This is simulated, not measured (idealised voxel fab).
You're looking at the process module voxel lift off.
Cross-section cut spans 195 nm and uses square cells 5 nm in size.
In what follows, cross-sections appear as grids of square cells, described through bands that run from the top down, where every band is one or more rows of cells.
Per band: top height and bottom height in nm, followed by the left-to-right materials and their widths in nm; "everywhere" marks a single material spanning edge to edge, "air" marks empty space.
Counting heights begins at 0, where everything beneath is, in the wafer as received, one material. The lowest band has no bottom; it goes on downwards, as "z 0 and below" shows.
Read "30->40" as a graded width: first number on top, second number at the bottom, same change between each pair of neighbouring rows.
Given "all unchanged" for a step, no cell of the cross-section differs between before and after that step.
Each empty space that has no open way to the top and spans at least 8 cells appears under "closed voids" as width x height at distance, the distance counted from the left edge, all in nm.
The remark found on a step's line after its settings is issued by the simulator itself and pertains to that step.
A step's line can hold "overlay nm"; with a mask on that step, the setting says how far right of the planned place the mask lay, while a negative setting says it lay to the left.

This section lists the process steps that were planned:
| 1 | RECEIVE (material Si) |
| 2 | CONFORMAL_DEP (material Al2O3; thk nm 5) |
| 3 | PATTERN (tone open; mask id LINES; material resist; width nm 25; pitch nm 50; thk nm 30; overlay nm 0) |
| 4 | DIRECTIONAL_DEP (material Ru; thk nm 15) |
| 5 | STRIP (etch materials resist) |
| 6 | CONFORMAL_DEP (material SiN; thk nm 10) |

Cross-section of the wafer at receipt, which is the condition after step 1:
  z 0 and below  Si everywhere
  closed voids: none

Sectioned view, first of two wafers, at the close of the module, processed as intended in the plan:
  z 30 to 20  air 25, then SiN 45, then air 5, then SiN 45, then air 5, then SiN 45, then air 25
  z 20 to 15  air 25, then SiN 10, then Ru 25, then SiN 10, then air 5, then SiN 10, then Ru 25, then SiN 10, then air 5, then SiN 10, then Ru 25, then SiN 10, then air 25
  z 15 to 5  SiN 35, then Ru 25, then SiN 25, then Ru 25, then SiN 25, then Ru 25, then SiN 35
  z 5 to 0  Al2O3 everywhere
  z 0 and below  Si everywhere
  closed voids: none

Second of two wafers, module complete, sectioned: it shares the first wafer's start and plan but was run with one mistake:
  z 20 to 5  air 35, then Ru 25, then air 25, then Ru 25, then air 25, then Ru 25, then air 35
  z 5 to 0  Al2O3 everywhere
  z 0 and below  Si everywhere
  closed voids: none
Deviation from plan: step 6 of the plan was bypassed and not carried out
Materials where the second wafer ends with more or fewer cells than the first: SiN -114
